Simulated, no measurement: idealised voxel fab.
process module | voxel gate over fins
cross-section cut | 290 nm wide | cells 5 nm
A cross-section is a grid of square cells, given in bands from the top down. A band is one or more rows of cells.
Each band's line starts with the height of the band's top and of its bottom, in nm. Then come its materials from left to right, each with its width in nm. One material with "throughout" fills the band from edge to edge. "air" is empty space.
Height 0 is the level under which the wafer as received is all one material. The lowest band goes on downwards, as in "0 down".
A width such as "30 to 40" changes by the same amount from each row of cells to the next, from the band's top row to its bottom row.
"no change" after a step means that no cell of the cross-section changed.
closed voids: empty space of 8 cells or more with no open way to the top, each as width x height at its distance from the left edge, in nm
after a step's settings: what the simulator itself notes on the step
overlay nm, on a step with a mask: how far to the right of its planned place the mask lay; to the left if negative
plan
1 op RECEIVE | material Si
2 op CONFORMAL_DEP | material SiN | thk nm 10
3 op MASKED_ETCH | tone cover | mask id FINS | width nm 15 | pitch nm 40 | etch materials SiN | depth nm 10 | overlay nm 0
4 op MASKED_ETCH | tone cover | mask id FINS | width nm 15 | pitch nm 40 | etch materials Si | depth nm 30 | overlay nm 0
5 op FILL_DEP | material SiO2 | thk nm 5
6 op CMP | height nm 10
7 op SELECTIVE_ETCH | etch materials SiO2 | depth nm 25
8 op STRIP | etch materials SiN
9 op CONFORMAL_DEP | material HfO2 | thk nm 5
10 op CONFORMAL_DEP | material TiN | thk nm 5
11 op CONFORMAL_DEP | material TiAl | thk nm 5
12 op CONFORMAL_DEP | material TiN | thk nm 5
13 op FILL_DEP | material W | thk nm 10
14 op CMP | height nm 25
15 op CONFORMAL_DEP | material SiCN | thk nm 10
first wafer, as planned
as received, after step 1
  0 down: Si throughout
  closed voids: none
after step 2
  10 to 0: SiN throughout
  below 0: unchanged
after step 3
  10 to 0: air 115 | SiN 15 | air 25 | SiN 15 | air 120
  below 0: unchanged
after step 4
  10 to 0: air 115 | SiN 15 | air 25 | SiN 15 | air 120
  0 to -30: air 115 | Si 15 | air 25 | Si 15 | air 120
  below -30: unchanged
after step 5
  15 to 10: SiO2 throughout
  10 to 0: SiO2 115 | SiN 15 | SiO2 25 | SiN 15 | SiO2 120
  0 to -30: SiO2 115 | Si 15 | SiO2 25 | Si 15 | SiO2 120
  below -30: unchanged
after step 6
  10 to 0: SiO2 115 | SiN 15 | SiO2 25 | SiN 15 | SiO2 120
  below 0: unchanged
after step 7
  10 to 0: air 115 | SiN 15 | air 25 | SiN 15 | air 120
  0 to -15: air 115 | Si 15 | air 25 | Si 15 | air 120
  below -15: unchanged
after step 8
  0 to -15: air 115 | Si 15 | air 25 | Si 15 | air 120
  below -15: unchanged
after step 9
  5 to 0: air 110 | HfO2 25 | air 15 | HfO2 25 | air 115
  0 to -10: air 110 | HfO2 5 | Si 15 | HfO2 5 | air 15 | HfO2 5 | Si 15 | HfO2 5 | air 115
  -10 to -15: HfO2 115 | Si 15 | HfO2 25 | Si 15 | HfO2 120
  below -15: unchanged
after step 10
  10 to 5: air 105 | TiN 35 | air 5 | TiN 35 | air 110
  5 to 0: air 105 | TiN 5 | HfO2 25 | TiN 5 | air 5 | TiN 5 | HfO2 25 | TiN 5 | air 110
  0 to -5: air 105 | TiN 5 | HfO2 5 | Si 15 | HfO2 5 | TiN 5 | air 5 | TiN 5 | HfO2 5 | Si 15 | HfO2 5 | TiN 5 | air 110
  -5 to -10: TiN 110 | HfO2 5 | Si 15 | HfO2 5 | TiN 15 | HfO2 5 | Si 15 | HfO2 5 | TiN 115
  below -10: unchanged
after step 11
  15 to 10: air 100 | TiAl 85 | air 105
  10 to 5: air 100 | TiAl 5 | TiN 35 | TiAl 5 | TiN 35 | TiAl 5 | air 105
  5 to 0: air 100 | TiAl 5 | TiN 5 | HfO2 25 | TiN 5 | TiAl 5 | TiN 5 | HfO2 25 | TiN 5 | TiAl 5 | air 105
  0 to -5: TiAl 105 | TiN 5 | HfO2 5 | Si 15 | HfO2 5 | TiN 5 | TiAl 5 | TiN 5 | HfO2 5 | Si 15 | HfO2 5 | TiN 5 | TiAl 110
  below -5: unchanged
after step 12
  20 to 15: air 95 | TiN 95 | air 100
  15 to 10: air 95 | TiN 5 | TiAl 85 | TiN 5 | air 100
  10 to 5: air 95 | TiN 5 | TiAl 5 | TiN 35 | TiAl 5 | TiN 35 | TiAl 5 | TiN 5 | air 100
  5 to 0: TiN 100 | TiAl 5 | TiN 5 | HfO2 25 | TiN 5 | TiAl 5 | TiN 5 | HfO2 25 | TiN 5 | TiAl 5 | TiN 105
  below 0: unchanged
after step 13
  30 to 20: W throughout
  20 to 15: W 95 | TiN 95 | W 100
  15 to 10: W 95 | TiN 5 | TiAl 85 | TiN 5 | W 100
  10 to 5: W 95 | TiN 5 | TiAl 5 | TiN 35 | TiAl 5 | TiN 35 | TiAl 5 | TiN 5 | W 100
  below 5: unchanged
after step 14
  25 to 20: W throughout
  below 20: unchanged
after step 15
  35 to 25: SiCN throughout
  below 25: unchanged
second wafer: like start, like plan, one mistake. Through step 7 it matches the first wafer
when step 8 should have ended
  10 to 0: air 115 | SiN 15 | air 25 | SiN 15 | air 120
  0 to -30: air 115 | Si 15 | air 25 | Si 15 | air 120
  below -30: unchanged
when step 9 should have ended
  15 to 10: air 110 | HfO2 25 | air 15 | HfO2 25 | air 115
  10 to 0: air 110 | HfO2 5 | SiN 15 | HfO2 5 | air 15 | HfO2 5 | SiN 15 | HfO2 5 | air 115
  0 to -25: air 110 | HfO2 5 | Si 15 | HfO2 5 | air 15 | HfO2 5 | Si 15 | HfO2 5 | air 115
  -25 to -30: HfO2 115 | Si 15 | HfO2 25 | Si 15 | HfO2 120
  below -30: unchanged
when step 10 should have ended
  20 to 15: air 105 | TiN 35 | air 5 | TiN 35 | air 110
  15 to 10: air 105 | TiN 5 | HfO2 25 | TiN 5 | air 5 | TiN 5 | HfO2 25 | TiN 5 | air 110
  10 to 0: air 105 | TiN 5 | HfO2 5 | SiN 15 | HfO2 5 | TiN 5 | air 5 | TiN 5 | HfO2 5 | SiN 15 | HfO2 5 | TiN 5 | air 110
  0 to -20: air 105 | TiN 5 | HfO2 5 | Si 15 | HfO2 5 | TiN 5 | air 5 | TiN 5 | HfO2 5 | Si 15 | HfO2 5 | TiN 5 | air 110
  -20 to -25: TiN 110 | HfO2 5 | Si 15 | HfO2 5 | TiN 15 | HfO2 5 | Si 15 | HfO2 5 | TiN 115
  below -25: unchanged
when step 11 should have ended
  25 to 20: air 100 | TiAl 85 | air 105
  20 to 15: air 100 | TiAl 5 | TiN 35 | TiAl 5 | TiN 35 | TiAl 5 | air 105
  15 to 10: air 100 | TiAl 5 | TiN 5 | HfO2 25 | TiN 5 | TiAl 5 | TiN 5 | HfO2 25 | TiN 5 | TiAl 5 | air 105
  10 to 0: air 100 | TiAl 5 | TiN 5 | HfO2 5 | SiN 15 | HfO2 5 | TiN 5 | TiAl 5 | TiN 5 | HfO2 5 | SiN 15 | HfO2 5 | TiN 5 | TiAl 5 | air 105
  0 to -15: air 100 | TiAl 5 | TiN 5 | HfO2 5 | Si 15 | HfO2 5 | TiN 5 | TiAl 5 | TiN 5 | HfO2 5 | Si 15 | HfO2 5 | TiN 5 | TiAl 5 | air 105
  -15 to -20: TiAl 105 | TiN 5 | HfO2 5 | Si 15 | HfO2 5 | TiN 5 | TiAl 5 | TiN 5 | HfO2 5 | Si 15 | HfO2 5 | TiN 5 | TiAl 110
  below -20: unchanged
when step 12 should have ended
  30 to 25: air 95 | TiN 95 | air 100
  25 to 20: air 95 | TiN 5 | TiAl 85 | TiN 5 | air 100
  20 to 15: air 95 | TiN 5 | TiAl 5 | TiN 35 | TiAl 5 | TiN 35 | TiAl 5 | TiN 5 | air 100
  15 to 10: air 95 | TiN 5 | TiAl 5 | TiN 5 | HfO2 25 | TiN 5 | TiAl 5 | TiN 5 | HfO2 25 | TiN 5 | TiAl 5 | TiN 5 | air 100
  10 to 0: air 95 | TiN 5 | TiAl 5 | TiN 5 | HfO2 5 | SiN 15 | HfO2 5 | TiN 5 | TiAl 5 | TiN 5 | HfO2 5 | SiN 15 | HfO2 5 | TiN 5 | TiAl 5 | TiN 5 | air 100
  0 to -10: air 95 | TiN 5 | TiAl 5 | TiN 5 | HfO2 5 | Si 15 | HfO2 5 | TiN 5 | TiAl 5 | TiN 5 | HfO2 5 | Si 15 | HfO2 5 | TiN 5 | TiAl 5 | TiN 5 | air 100
  -10 to -15: TiN 100 | TiAl 5 | TiN 5 | HfO2 5 | Si 15 | HfO2 5 | TiN 5 | TiAl 5 | TiN 5 | HfO2 5 | Si 15 | HfO2 5 | TiN 5 | TiAl 5 | TiN 105
  below -15: unchanged
when step 13 should have ended
  40 to 30: W throughout
  30 to 25: W 95 | TiN 95 | W 100
  25 to 20: W 95 | TiN 5 | TiAl 85 | TiN 5 | W 100
  20 to 15: W 95 | TiN 5 | TiAl 5 | TiN 35 | TiAl 5 | TiN 35 | TiAl 5 | TiN 5 | W 100
  15 to 10: W 95 | TiN 5 | TiAl 5 | TiN 5 | HfO2 25 | TiN 5 | TiAl 5 | TiN 5 | HfO2 25 | TiN 5 | TiAl 5 | TiN 5 | W 100
  10 to 0: W 95 | TiN 5 | TiAl 5 | TiN 5 | HfO2 5 | SiN 15 | HfO2 5 | TiN 5 | TiAl 5 | TiN 5 | HfO2 5 | SiN 15 | HfO2 5 | TiN 5 | TiAl 5 | TiN 5 | W 100
  0 to -10: W 95 | TiN 5 | TiAl 5 | TiN 5 | HfO2 5 | Si 15 | HfO2 5 | TiN 5 | TiAl 5 | TiN 5 | HfO2 5 | Si 15 | HfO2 5 | TiN 5 | TiAl 5 | TiN 5 | W 100
  below -10: unchanged
when step 14 should have ended
  25 to 20: W 95 | TiN 5 | TiAl 85 | TiN 5 | W 100
  below 20: unchanged
when step 15 should have ended
  35 to 25: SiCN throughout
  below 25: unchanged
what went wrong: step 8 ran as: op STRIP | etch materials SiO2
at the end the second wafer has, in cells: 20 more of HfO2 | 12 more of SiN | 156 fewer of SiO2 | 15 more of TiAl | 11 more of TiN | 98 more of W
